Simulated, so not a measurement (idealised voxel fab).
Proc. module: voxel ribs on slabs
The cross-section shown here is cut; it is 140 nm wide and divided into square cells measuring 5 nm on a side.
In this document a cross-section is written as a grid of square cells. It is given as a series of bands, listed from the top down, and a band is one or more rows of cells. Read a band's entry like this: the first values are the height of its top and the height of its bottom in nm, and what follows is the sequence of materials from left to right, each with its width in nm. Note that "air" is empty space, and that a single material marked "edge to edge" reaches across the band from edge to edge. Counting heights begins at 0, where everything beneath is, in the wafer as received, one material. The lowest band has no bottom; it goes on downwards, as "0 down" shows. Top row gets the first number, bottom row gets the second, and each row in between changes by the same step: that is how a band width like "30 to 40" works. When a step is marked "no modification", none of the cells in the cross-section changed during that step. Basically, "Non-vented voids" tells you about the enclosed voids: empty spaces with no open way to the top, 8 cells or bigger, each written width x height at distance, where distance is from the left edge, all in nm. Where a step's line continues beyond its settings, the continuation is a remark by the simulator itself on that step. overlay nm: on a step with a mask, how far right of its planned place the mask lay; negative means left.

# Steps planned for the process
1: RECEIVE (material Si)
2: DIRECTIONAL_DEP (material SiO2; thk nm 30)
3: DIRECTIONAL_DEP (material SiN; thk nm 15)
4: DIRECTIONAL_DEP (material aC; thk nm 10)
5: PATTERN (tone cover; mask id RIB; material resist; width nm 30; thk nm 30; overlay nm 0)
6: DIRECTIONAL_ETCH (etch materials aC; depth nm 10)
7: STRIP (etch materials resist)
8: DIRECTIONAL_ETCH (etch materials SiN; depth nm 5)
9: STRIP (etch materials aC)
10: MASKED_ETCH (tone cover; mask id SLAB; width nm 90; etch materials SiN; depth nm 10; overlay nm 0)
11: FILL_DEP (material SiO2; thk nm 30)
12: CMP (height nm 65)
13: DIRECTIONAL_DEP (material W; thk nm 10)
14: DIRECTIONAL_DEP (material aC; thk nm 10)
15: PATTERN (tone cover; mask id HEATER; material resist; width nm 40; thk nm 30; overlay nm 0)
16: DIRECTIONAL_ETCH (etch materials aC; depth nm 10)
17: STRIP (etch materials resist)
18: DIRECTIONAL_ETCH (etch materials W; depth nm 10)
19: STRIP (etch materials aC)
20: CONFORMAL_DEP (material SiN; thk nm 10)

# as received, after step 1
    0 down | Si edge to edge
    Non-vented voids: none

# Starting wafer: above. Plan: above. Run: one mistake. Cross-section after the module: below
    85 to 75 | 40 nm air  60 nm SiN  40 nm air
    75 to 65 | 50 nm SiN  40 nm W  50 nm SiN
    65 to 60 | 25 nm SiO2  90 nm SiN  25 nm SiO2
    60 to 0 | SiO2 edge to edge
    0 down | Si edge to edge
    Non-vented voids: none
Heads up, the wafer didn't run the way we planned it: step 2 was run twice
